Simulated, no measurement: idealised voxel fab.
Process module heading - voxel air gaps
Section cut is 240 nm wide and gridded with 5 nm square cells.
Cross-section format: a grid of square cells, given as bands from top to bottom; each band is one or more rows of cells.
In this notation a band is specified by the heights of its top and bottom, in that order and in nm, after which its materials appear from left to right, each paired with its width in nm. The word "everywhere" attached to a single material means that material fills the band from edge to edge; the word "air" stands for empty space.
Heights are measured from 0, the level below which the as-received wafer is all one material; the lowest band has no bottom and continues downward, written as in "top 0, no bottom".
Width spec "30 to 40" -> top row of cells at first value, bottom row at second value, equal per-row change in between.
"left unchanged", as given for a step, is the statement that not any cell of the cross-section underwent a change during that step.
Each empty space that has no open way to the top and spans at least 8 cells appears under "Completely sealed voids" as width x height at distance, the distance counted from the left edge, all in nm.
Note: text after step settings on the step line = simulator remark on that step.
The optional step-line setting "overlay nm" applies to steps with a mask and quantifies how far to the right of its planned location the mask lay, a negative value indicating leftward placement.
Process steps foreseen in the plan:
- 1: RECEIVE (material Si)
- 2: CONFORMAL_DEP (material SiO2; thk nm 15)
- 3: CONFORMAL_DEP (material SiN; thk nm 5)
- 4: DIRECTIONAL_DEP (material SiO2; thk nm 35)
- 5: DIRECTIONAL_DEP (material aC; thk nm 15)
- 6: PATTERN (tone open; mask id LINES; material resist; width nm 20; pitch nm 45; thk nm 35; overlay nm 0)
- 7: DIRECTIONAL_ETCH (etch materials aC; depth nm 15)
- 8: STRIP (etch materials resist)
- 9: DIRECTIONAL_ETCH (etch materials SiO2; depth nm 35)
- 10: STRIP (etch materials aC)
- 11: CONFORMAL_DEP (material TiN; thk nm 5)
- 12: FILL_DEP (material Cu; thk nm 5)
- 13: CMP (height nm 55)
- 14: EPI (material Ru; thk nm 10)
- 15: SELECTIVE_ETCH (etch materials SiO2; depth nm 45)
- 16: CONFORMAL_DEP (material SiCN; thk nm 5)
As received, after step 1:
- top 0, no bottom: Si everywhere
- Completely sealed voids: none
End-of-module cross-section of the first of two wafers, processed as planned:
- top 70, bottom 65: 25 nm air, 185 nm SiCN, 30 nm air
- top 65, bottom 55: 25 nm air, 5 nm SiCN, 40 nm Ru, 5 nm SiCN, 40 nm Ru, 5 nm SiCN, 40 nm Ru, 5 nm SiCN, 40 nm Ru, 5 nm SiCN, 30 nm air
- top 55, bottom 50: 25 nm air, 15 nm SiCN, 5 nm TiN, 10 nm Cu, 5 nm TiN, 25 nm SiCN, 5 nm TiN, 10 nm Cu, 5 nm TiN, 25 nm SiCN, 5 nm TiN, 10 nm Cu, 5 nm TiN, 25 nm SiCN, 5 nm TiN, 10 nm Cu, 5 nm TiN, 15 nm SiCN, 30 nm air
- top 50, bottom 25: 35 nm air, 5 nm SiCN, 5 nm TiN, 10 nm Cu, 5 nm TiN, 5 nm SiCN, 15 nm air, 5 nm SiCN, 5 nm TiN, 10 nm Cu, 5 nm TiN, 5 nm SiCN, 15 nm air, 5 nm SiCN, 5 nm TiN, 10 nm Cu, 5 nm TiN, 5 nm SiCN, 15 nm air, 5 nm SiCN, 5 nm TiN, 10 nm Cu, 5 nm TiN, 5 nm SiCN, 40 nm air
- top 25, bottom 20: 40 nm SiCN, 20 nm TiN, 25 nm SiCN, 20 nm TiN, 25 nm SiCN, 20 nm TiN, 25 nm SiCN, 20 nm TiN, 45 nm SiCN
- top 20, bottom 15: SiN everywhere
- top 15, bottom 0: SiO2 everywhere
- top 0, no bottom: Si everywhere
- Completely sealed voids: 15 x 25 at 65; 15 x 25 at 110; 15 x 25 at 155
Here's the second of our two wafers sectioned at module end. Same start as the first, same plan, but one mistake got made running it:
- top 70, bottom 65: 25 nm air, 185 nm SiCN, 30 nm air
- top 65, bottom 55: 25 nm air, 5 nm SiCN, 40 nm Ru, 5 nm SiCN, 40 nm Ru, 5 nm SiCN, 40 nm Ru, 5 nm SiCN, 40 nm Ru, 5 nm SiCN, 30 nm air
- top 55, bottom 25: 25 nm air, 5 nm SiCN, 10 nm Ru, 5 nm TiN, 10 nm Cu, 5 nm TiN, 10 nm Ru, 5 nm SiCN, 10 nm Ru, 5 nm TiN, 10 nm Cu, 5 nm TiN, 10 nm Ru, 5 nm SiCN, 10 nm Ru, 5 nm TiN, 10 nm Cu, 5 nm TiN, 10 nm Ru, 5 nm SiCN, 10 nm Ru, 5 nm TiN, 10 nm Cu, 5 nm TiN, 10 nm Ru, 5 nm SiCN, 30 nm air
- top 25, bottom 20: 30 nm SiCN, 10 nm Ru, 20 nm TiN, 10 nm Ru, 5 nm SiCN, 10 nm Ru, 20 nm TiN, 10 nm Ru, 5 nm SiCN, 10 nm Ru, 20 nm TiN, 10 nm Ru, 5 nm SiCN, 10 nm Ru, 20 nm TiN, 10 nm Ru, 35 nm SiCN
- top 20, bottom 15: SiN everywhere
- top 15, bottom 0: SiO2 everywhere
- top 0, no bottom: Si everywhere
- Completely sealed voids: none
Where did the run depart from the plan? steps 14 and 15 swapped
The closing comparison, in cells, has the second wafer with more or fewer of some materials than the first: Ru: 112 more, SiCN: 47 fewer
Closed voids, final: 3 / 0 (first wafer / second wafer).
